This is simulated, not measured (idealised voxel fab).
The document below concerns the process module designated voxel gate over fins.
Section cut is 295 nm wide and gridded with 5 nm square cells.
Cross-section, as written here: a square-cell grid given band by band from the top down, where a band holds one or more rows of cells. Band: top and bottom heights (nm) first, top before bottom; then materials from left to right, widths in nm. "all across" marks a sole material filling the band edge to edge. "blank" denotes empty space. The level at which height equals 0 is the one under which the wafer, as it arrives, is entirely one material. No lower edge exists for the bottom band, which continues downward and is notated as in "from 0 down". Note: "30->40" means the width goes from the first number (top row of the band) to the second number (bottom row) in equal steps per row of cells. Key: "no modifications" - step with no changed cell in the cross-section. What "Cavities, closed" gives you is every empty space of 8 cells or more that is cut off from the top. Each appears as width x height at distance, with the distance taken from the left edge and width, height and distance all in nm. Note: text after step settings on the step line = simulator remark on that step. overlay nm: where the mask lay relative to plan, measured to the right, on steps with a mask; negatives go left.

Planned process steps:
- 1: RECEIVE [material Si]
- 2: CONFORMAL_DEP [material SiN] [thk nm 5]
- 3: MASKED_ETCH [tone cover] [mask id FINS] [width nm 15] [pitch nm 45] [etch materials SiN] [depth nm 5] [overlay nm -15]
- 4: MASKED_ETCH [tone cover] [mask id FINS] [width nm 15] [pitch nm 45] [etch materials Si] [depth nm 35] [overlay nm 0]
- 5: FILL_DEP [material SiO2] [thk nm 15]
- 6: CMP [height nm 5]
- 7: SELECTIVE_ETCH [etch materials SiO2] [depth nm 20]
- 8: STRIP [etch materials SiN]
- 9: CONFORMAL_DEP [material HfO2] [thk nm 5]
- 10: CONFORMAL_DEP [material TiN] [thk nm 5]
- 11: CONFORMAL_DEP [material TiAl] [thk nm 5]
- 12: CONFORMAL_DEP [material TiN] [thk nm 5]
- 13: FILL_DEP [material W] [thk nm 10]
- 14: CMP [height nm 25]
- 15: CONFORMAL_DEP [material SiN] [thk nm 5]
The wafers in this document start out alike and differ in the overlay nm applied at step 3; the plan shows the value used for the first wafer.

Cross-section: the first of several wafers in its as-received state, i.e. following step 1:
> from 0 down = Si all across
> Cavities, closed: none

Every row in this table is a wafer at the end of the module, and it gives, for each of the materials, the cells that wafer has gained (+) or lost (-) since it was received, then its closed voids:
overlay nm -15; +83 HfO2; -245 Si; +59 SiN; +140 SiO2; +65 TiAl; +139 TiN; +113 W; Cavities, closed: none
overlay nm -10; +83 HfO2; -273 Si; +59 SiN; +156 SiO2; +65 TiAl; +148 TiN; +116 W; Cavities, closed: none
overlay nm -5; +83 HfO2; -301 Si; +59 SiN; +172 SiO2; +74 TiAl; +148 TiN; +119 W; Cavities, closed: none
overlay nm 0; +83 HfO2; -329 Si; +59 SiN; +188 SiO2; +83 TiAl; +148 TiN; +122 W; Cavities, closed: none
overlay nm 5; +83 HfO2; -301 Si; +59 SiN; +172 SiO2; +74 TiAl; +148 TiN; +119 W; Cavities, closed: none
overlay nm 10; +83 HfO2; -273 Si; +59 SiN; +156 SiO2; +65 TiAl; +148 TiN; +116 W; Cavities, closed: none
overlay nm 15; +83 HfO2; -245 Si; +59 SiN; +140 SiO2; +65 TiAl; +139 TiN; +113 W; Cavities, closed: none
